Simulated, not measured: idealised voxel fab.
process module | voxel wiring stack
cross-section cut | 230 nm wide | cells 5 nm
A cross-section is a grid of square cells, given in bands from the top down. A band is one or more rows of cells.
Each band's line starts with the height of the band's top and of its bottom, in nm. Then come its materials from left to right, each with its width in nm. One material with "throughout" fills the band from edge to edge. "air" is empty space.
Height 0 is the level under which the wafer as received is all one material. The lowest band goes on downwards, as in "0 down".
A width such as "30 to 40" changes by the same amount from each row of cells to the next, from the band's top row to its bottom row.
"no change" after a step means that no cell of the cross-section changed.
closed voids: empty space of 8 cells or more with no open way to the top, each as width x height at its distance from the left edge, in nm
after a step's settings: what the simulator itself notes on the step
overlay nm, on a step with a mask: how far to the right of its planned place the mask lay; to the left if negative
plan
1 op RECEIVE | material Si
2 op CONFORMAL_DEP | material SiO2 | thk nm 10
3 op DIRECTIONAL_DEP | material TiN | thk nm 5
4 op DIRECTIONAL_DEP | material W | thk nm 25
5 op MASKED_ETCH | tone cover | mask id METAL_1 | width nm 25 | pitch nm 40 | etch materials W | depth nm 25 | overlay nm 0
6 op MASKED_ETCH | tone cover | mask id METAL_1 | width nm 25 | pitch nm 40 | etch materials TiN | depth nm 5 | overlay nm 0
7 op CONFORMAL_DEP | material SiCN | thk nm 5
8 op FILL_DEP | material lowk | thk nm 10
9 op CMP | height nm 40
10 op CONFORMAL_DEP | material SiCN | thk nm 5
11 op DIRECTIONAL_DEP | material SiO2 | thk nm 10
12 op PATTERN | tone open | mask id PLUG_1 | material resist | width nm 15 | thk nm 20 | overlay nm 0
13 op DIRECTIONAL_ETCH | etch materials SiO2 | depth nm 10
14 op DIRECTIONAL_ETCH | etch materials SiCN | depth nm 5
15 op STRIP | etch materials resist
16 op CONFORMAL_DEP | material TiN | thk nm 5
17 op FILL_DEP | material Ru | thk nm 5
18 op CMP | height nm 55
19 op CONFORMAL_DEP | material SiCN | thk nm 5
20 op DIRECTIONAL_DEP | material lowk | thk nm 25
21 op MASKED_ETCH | tone open | mask id METAL_2 | width nm 25 | pitch nm 40 | etch materials lowk | depth nm 25 | overlay nm 0
22 op MASKED_ETCH | tone open | mask id METAL_2 | width nm 25 | pitch nm 40 | etch materials SiCN | depth nm 5 | overlay nm 0
23 op CONFORMAL_DEP | material TiN | thk nm 5
24 op FILL_DEP | material Cu | thk nm 5
25 op CMP | height nm 85
26 op CONFORMAL_DEP | material SiCN | thk nm 5
27 op DIRECTIONAL_DEP | material lowk | thk nm 10
28 op MASKED_ETCH | tone open | mask id PLUG_2 | width nm 15 | etch materials lowk | depth nm 10 | overlay nm 0
29 op MASKED_ETCH | tone open | mask id PLUG_2 | width nm 15 | etch materials SiCN | depth nm 5 | overlay nm 0
30 op CONFORMAL_DEP | material TiN | thk nm 5
31 op FILL_DEP | material Cu | thk nm 5
32 op CMP | height nm 100
33 op DIRECTIONAL_DEP | material TiN | thk nm 5
34 op DIRECTIONAL_DEP | material W | thk nm 25
35 op DIRECTIONAL_DEP | material aC | thk nm 10
36 op PATTERN | tone cover | mask id METAL_3 | material resist | width nm 25 | pitch nm 40 | thk nm 25 | overlay nm 0
37 op DIRECTIONAL_ETCH | etch materials aC | depth nm 10
38 op STRIP | etch materials resist
39 op DIRECTIONAL_ETCH | etch materials W | depth nm 25
40 op DIRECTIONAL_ETCH | etch materials TiN | depth nm 5
41 op STRIP | etch materials aC
42 op FILL_DEP | material lowk | thk nm 10
43 op CMP | height nm 130
44 op CONFORMAL_DEP | material SiCN | thk nm 5
45 op DIRECTIONAL_DEP | material lowk | thk nm 10
46 op MASKED_ETCH | tone open | mask id PLUG_3 | width nm 15 | etch materials lowk | depth nm 10 | overlay nm 0
47 op MASKED_ETCH | tone open | mask id PLUG_3 | width nm 15 | etch materials SiCN | depth nm 5 | overlay nm 0
48 op CONFORMAL_DEP | material TiN | thk nm 5
49 op FILL_DEP | material W | thk nm 10
50 op CMP | height nm 145
51 op CONFORMAL_DEP | material SiN | thk nm 5
52 op DIRECTIONAL_DEP | material SiO2 | thk nm 25
53 op MASKED_ETCH | tone open | mask id METAL_4 | width nm 25 | pitch nm 40 | etch materials SiO2 | depth nm 25 | overlay nm 0
54 op MASKED_ETCH | tone open | mask id METAL_4 | width nm 25 | pitch nm 40 | etch materials SiN | depth nm 5 | overlay nm 0
55 op CONFORMAL_DEP | material TiN | thk nm 5
56 op FILL_DEP | material Ru | thk nm 10
57 op CMP | height nm 175
58 op EPI | material Ru | thk nm 5
59 op FILL_DEP | material SiCN | thk nm 5
as received, after step 1
  0 down: Si throughout
  closed voids: none
a wafer at the end: this start, this plan, one mistake
  185 to 180: SiCN throughout
  180 to 175: SiCN 75 | Ru 35 | SiCN 5 | Ru 35 | SiCN 80
  175 to 150: SiO2 80 | TiN 5 | Ru 15 | TiN 5 | SiO2 15 | TiN 5 | Ru 15 | TiN 5 | SiO2 85
  150 to 145: SiN 80 | TiN 25 | SiN 15 | TiN 25 | SiN 85
  145 to 135: lowk 80 | TiN 5 | W 5 | TiN 5 | lowk 135
  135 to 130: SiCN 80 | TiN 15 | SiCN 135
  130 to 105: lowk 80 | W 25 | lowk 15 | W 25 | lowk 85
  105 to 100: lowk 80 | TiN 25 | lowk 15 | TiN 25 | lowk 85
  100 to 90: lowk 80 | TiN 5 | Cu 10 to 5 | TiN 5 to 10 | lowk 130
  90 to 85: SiCN 80 | TiN 15 | SiCN 135
  85 to 60: lowk 80 | TiN 5 | Cu 15 | TiN 5 | lowk 15 | TiN 5 | Cu 15 | TiN 5 | lowk 85
  60 to 55: SiCN 80 | TiN 25 | SiCN 15 | TiN 25 | SiCN 85
  55 to 45: SiO2 80 | TiN 5 | Ru 5 | TiN 5 | SiO2 135
  45 to 40: SiCN 80 | TiN 15 | SiCN 135
  40 to 15: lowk 75 | SiCN 5 | W 25 | SiCN 5 | lowk 5 | SiCN 5 | W 25 | SiCN 5 | lowk 80
  15 to 10: SiCN 80 | TiN 25 | SiCN 15 | TiN 25 | SiCN 85
  10 to 0: SiO2 throughout
  0 down: Si throughout
  closed voids: none
what went wrong: step 28 ran as: op MASKED_ETCH | tone open | mask id PLUG_2 | width nm 20 | etch materials lowk | depth nm 10 | overlay nm 0
